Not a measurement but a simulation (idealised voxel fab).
Title: Process Module voxel local oxidation
cross-section cut | 145 nm wide | cells 5 nm
Each cross-section below is a grid of square cells, stated as bands in top-down order, with one or more rows of cells making up each band.
For a band, the entry starts with two heights in nm, that of the top and then that of the bottom, and carries on with the band's materials in order from left to right, each alongside its width in nm; the word "full width" beside a single material means it fills the band edge to edge, and "air" means empty space.
Heights are expressed relative to 0, this being the level below which the as-received wafer comprises one material exclusively. The lowest band is unbounded in the downward direction and is denoted as in "0 nm and below".
A width given as "30..40" starts at the first number in the band's top row and ends at the second number in its bottom row, shifting by an equal amount at every step from row to row.
Step marked "no change"? Then no cell in the cross-section changed in it.
Voids not open to the top, 8 cells minimum: see "Trapped voids". Written width x height at distance; distance is from the left edge; nm.
after a step's settings: what the simulator itself notes on the step
Each step line may optionally specify "overlay nm", which for a step with a mask gives the rightward distance between the mask's planned place and where it lay, a negative value indicating the leftward direction.
Process steps (planned):
1: RECEIVE, material Si
2: CONFORMAL_DEP, material SiO2, thk nm 5
3: CONFORMAL_DEP, material SiN, thk nm 10
4: PATTERN, tone cover, mask id ACTIVE, material resist, width nm 100, thk nm 20, overlay nm 0
5: DIRECTIONAL_ETCH, etch materials SiN, depth nm 10
6: STRIP, etch materials resist
7: SELECTIVE_ETCH, etch materials SiO2, depth nm 5
8: OXIDIZE, depth nm 15
9: STRIP, etch materials SiN
as received, after step 1:
- 0 nm and below | Si full width
- Trapped voids: none
Starting structure and process plan are as shown above, but one mistake was made in running the module; the wafer cross-section at the end of the module follows:
- 0 nm to -15 nm | 40 air, then 60 Si, then 45 air
- -15 nm and below | Si full width
- Trapped voids: none
Processing error: step 9 deviated from plan and actually ran as STRIP, etch materials SiO2
